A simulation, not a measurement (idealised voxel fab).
Herein follows the process module entitled voxel ribs on slabs.
We display cut, a cross-section 145 nm in width whose square cells are each 5 nm.
If you're reading a cross-section in this doc, picture square cells in a grid; it comes to you as bands, top ones listed first down to the bottom, and a band can be one or more rows of cells.
This entry defines a band. It first specifies the height of the band's top and the height of its bottom in nm, and then specifies the band's materials from left to right, stating each material with its width in nm. The word "everywhere" identifies a single material that fills the band from edge to edge, while the word "air" identifies empty space.
Heads up on the height convention: 0 is the point under which the incoming wafer is all one material, and the lowest band has no bottom, it just keeps going down, like "0..down".
Width spec "30 to 40" -> top row of cells at first value, bottom row at second value, equal per-row change in between.
Where the words "nothing different" appear for a step, the cross-section shows no cell changed by that step; every cell remained as before.
This entry, "Closed void inventory", enumerates those empty regions of no fewer than 8 cells that possess no open connection to the top. Each region is reported in the form width x height at distance, the distance being taken from the left edge, with all three quantities expressed in nm.
Where a step's line continues beyond its settings, the continuation is a remark by the simulator itself on that step.
overlay nm: right-of-plan distance of the mask on a masked step; negative values mean left-of-plan.
Planned step list for the process:
1,RECEIVE, material Si
2,DIRECTIONAL_DEP, material SiO2, thk nm 25
3,DIRECTIONAL_DEP, material SiN, thk nm 20
4,DIRECTIONAL_DEP, material aC, thk nm 15
5,PATTERN, tone cover, mask id RIB, material resist, width nm 30, thk nm 35, overlay nm 0
6,DIRECTIONAL_ETCH, etch materials aC, depth nm 15
7,STRIP, etch materials resist
8,DIRECTIONAL_ETCH, etch materials SiN, depth nm 5
9,STRIP, etch materials aC
10,PATTERN, tone cover, mask id SLAB, material resist, width nm 90, thk nm 20, overlay nm 0
11,DIRECTIONAL_ETCH, etch materials SiN, depth nm 15
12,STRIP, etch materials resist
13,FILL_DEP, material SiO2, thk nm 15
14,CMP, height nm 55
15,DIRECTIONAL_DEP, material TiN, thk nm 5
16,MASKED_ETCH, tone cover, mask id HEATER, width nm 40, etch materials TiN, depth nm 5, overlay nm 0
17,CONFORMAL_DEP, material SiO2, thk nm 10
First of the two wafers, run per plan:
As-received wafer cross-section (after step 1):
- 0..down  Si everywhere
- Closed void inventory: none
Once step 2 is through, the wafer looks like this in cross-section:
- 25..0  SiO2 everywhere
- below 0: unchanged
Once step 3 is through, the wafer looks like this in cross-section:
- 45..25  SiN everywhere
- below 25: unchanged
Once step 4 is through, the wafer looks like this in cross-section:
- 60..45  aC everywhere
- below 45: unchanged
Once step 5 is through, the wafer looks like this in cross-section:
- 95..60  air 55, then resist 30, then air 60
- below 60: unchanged
Once step 6 is through, the wafer looks like this in cross-section:
- 80..60  air 55, then resist 30, then air 60
- 60..45  air 55, then aC 30, then air 60
- below 45: unchanged
Once step 7 is through, the wafer looks like this in cross-section:
- 60..45  air 55, then aC 30, then air 60
- below 45: unchanged
Once step 8 is through, the wafer looks like this in cross-section:
- 60..45  air 55, then aC 30, then air 60
- 45..40  air 55, then SiN 30, then air 60
- below 40: unchanged
Once step 9 is through, the wafer looks like this in cross-section:
- 45..40  air 55, then SiN 30, then air 60
- below 40: unchanged
Once step 10 is through, the wafer looks like this in cross-section:
- 65..45  air 25, then resist 90, then air 30
- 45..40  air 25, then resist 30, then SiN 30, then resist 30, then air 30
- below 40: unchanged
Once step 11 is through, the wafer looks like this in cross-section:
- 65..45  air 25, then resist 90, then air 30
- 45..40  air 25, then resist 30, then SiN 30, then resist 30, then air 30
- 40..25  air 25, then SiN 90, then air 30
- below 25: unchanged
Once step 12 is through, the wafer looks like this in cross-section:
- 45..40  air 55, then SiN 30, then air 60
- below 40: unchanged
Once step 13 is through, the wafer looks like this in cross-section:
- 60..45  SiO2 everywhere
- 45..40  SiO2 55, then SiN 30, then SiO2 60
- 40..25  SiO2 25, then SiN 90, then SiO2 30
- below 25: unchanged
Once step 14 is through, the wafer looks like this in cross-section:
- 55..45  SiO2 everywhere
- below 45: unchanged
Once step 15 is through, the wafer looks like this in cross-section:
- 60..55  TiN everywhere
- below 55: unchanged
Once step 16 is through, the wafer looks like this in cross-section:
- 60..55  air 50, then TiN 40, then air 55
- below 55: unchanged
Once step 17 is through, the wafer looks like this in cross-section:
- 70..65  air 40, then SiO2 60, then air 45
- 65..60  SiO2 everywhere
- 60..55  SiO2 50, then TiN 40, then SiO2 55
- below 55: unchanged
The remaining wafer, second of the two, started like the first and was run to the same plan, except that one mistake was made along the way; the two coincide through step 2, inclusive:
What the second wafer looks like in cross-section when step 3 should have wrapped up:
- 40..25  aC everywhere
- below 25: unchanged
What the second wafer looks like in cross-section when step 4 should have wrapped up:
- 60..40  SiN everywhere
- below 40: unchanged
What the second wafer looks like in cross-section when step 5 should have wrapped up:
- 95..60  air 55, then resist 30, then air 60
- below 60: unchanged
What the second wafer looks like in cross-section when step 6 should have wrapped up:
- 80..60  air 55, then resist 30, then air 60
- below 60: unchanged
What the second wafer looks like in cross-section when step 7 should have wrapped up:
- 60..40  SiN everywhere
- below 40: unchanged
What the second wafer looks like in cross-section when step 8 should have wrapped up:
- 55..40  SiN everywhere
- below 40: unchanged
What the second wafer looks like in cross-section when step 9 should have wrapped up: nothing different
What the second wafer looks like in cross-section when step 10 should have wrapped up:
- 75..55  air 25, then resist 90, then air 30
- below 55: unchanged
What the second wafer looks like in cross-section when step 11 should have wrapped up:
- 75..55  air 25, then resist 90, then air 30
- 55..40  air 25, then SiN 90, then air 30
- below 40: unchanged
What the second wafer looks like in cross-section when step 12 should have wrapped up:
- 55..40  air 25, then SiN 90, then air 30
- below 40: unchanged
What the second wafer looks like in cross-section when step 13 should have wrapped up:
- 70..55  SiO2 everywhere
- 55..40  SiO2 25, then SiN 90, then SiO2 30
- below 40: unchanged
What the second wafer looks like in cross-section when step 14 should have wrapped up:
- 55..40  SiO2 25, then SiN 90, then SiO2 30
- below 40: unchanged
What the second wafer looks like in cross-section when step 15 should have wrapped up:
- 60..55  TiN everywhere
- below 55: unchanged
What the second wafer looks like in cross-section when step 16 should have wrapped up:
- 60..55  air 50, then TiN 40, then air 55
- below 55: unchanged
What the second wafer looks like in cross-section when step 17 should have wrapped up:
- 70..65  air 40, then SiO2 60, then air 45
- 65..60  SiO2 everywhere
- 60..55  SiO2 50, then TiN 40, then SiO2 55
- below 55: unchanged
Processing error: step 3 ran in the slot meant for step 4, and vice versa
The final cell counts differ between the wafers, with the second having more or fewer of some materials than the first: -6 SiN; -81 SiO2; +87 aC
